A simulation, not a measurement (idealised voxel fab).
Name of the process module below: voxel self aligned vias
Pictured: cross-section cut, 275 nm wide, on a grid of 5 nm square cells.
Bands, listed from the top down, are how a cross-section gets written in this document; the cross-section itself is a grid of square cells, and a band is one or more rows of them. Top, bottom (nm), then materials left to right with widths (nm); lone material tagged "everywhere" fills the whole band edge to edge; "empty" = empty space. Basically, 0 is our baseline, since under it the wafer straight out of the box is all one material. The bottom band has no lower end and keeps on going down, so it looks like "0..down". The two numbers in a width such as "30..40" mark its ends across the band: the first belongs to the top row of cells, the second to the bottom row, and from each row to the next the width moves by the same amount. Take "remains unaltered" at face value: in the step it is given for, the cross-section changed in none of its cells. "Sealed void listing": sealed empty spaces, 8 cells or more, no open way to top, listed width x height at distance, with distance from the left edge and width, height and distance in nm. Post-settings text on a step line: simulator's own remark regarding the step. A step's line can hold "overlay nm"; with a mask on that step, the setting says how far right of the planned place the mask lay, while a negative setting says it lay to the left.

**Planned process steps**
| 1 | RECEIVE, material Si |
| 2 | CONFORMAL_DEP, material SiO2, thk nm 15 |
| 3 | CONFORMAL_DEP, material SiCN, thk nm 5 |
| 4 | DIRECTIONAL_DEP, material lowk, thk nm 20 |
| 5 | PATTERN, tone open, mask id LINES, material resist, width nm 25, pitch nm 60, thk nm 15, overlay nm 0 |
| 6 | DIRECTIONAL_ETCH, etch materials lowk, depth nm 20 |
| 7 | STRIP, etch materials resist |
| 8 | CONFORMAL_DEP, material TiN, thk nm 5 |
| 9 | FILL_DEP, material Ru, thk nm 5 |
| 10 | CMP, height nm 40 |
| 11 | SELECTIVE_ETCH, etch materials W Ru TiN, depth nm 10 |
| 12 | FILL_DEP, material SiN, thk nm 5 |
| 13 | CMP, height nm 40 |
| 14 | DIRECTIONAL_DEP, material lowk, thk nm 15 |
| 15 | PATTERN, tone open, mask id VIAS, material resist, width nm 35, pitch nm 60, thk nm 15, overlay nm 0 |
| 16 | DIRECTIONAL_ETCH, etch materials lowk, depth nm 15 |
| 17 | DIRECTIONAL_ETCH, etch materials SiN, depth nm 10 |
| 18 | STRIP, etch materials resist |
| 19 | CONFORMAL_DEP, material TiN, thk nm 5 |
| 20 | FILL_DEP, material Cu, thk nm 10 |
| 21 | CMP, height nm 55 |
| 22 | CONFORMAL_DEP, material SiCN, thk nm 5 |
What sets these wafers apart? The thk nm at step 22. They all start alike, and the plan carries the first wafer's value.

**Incoming state of the first of several wafers in cross-section: after step 1**
* 0..down = Si everywhere
* Sealed void listing: none

**Basically each wafer gets a line in the table, showing it at the end of the module: material by material, the cells it gained (+) or lost (-) since we got it, then its closed voids**
thk nm 5 | +32 Cu | +6 Ru | +110 SiCN | +165 SiO2 | +44 TiN | +303 lowk | Sealed void listing: none
thk nm 10 | +32 Cu | +6 Ru | +165 SiCN | +165 SiO2 | +44 TiN | +303 lowk | Sealed void listing: none
thk nm 15 | +32 Cu | +6 Ru | +220 SiCN | +165 SiO2 | +44 TiN | +303 lowk | Sealed void listing: none
thk nm 20 | +32 Cu | +6 Ru | +275 SiCN | +165 SiO2 | +44 TiN | +303 lowk | Sealed void listing: none
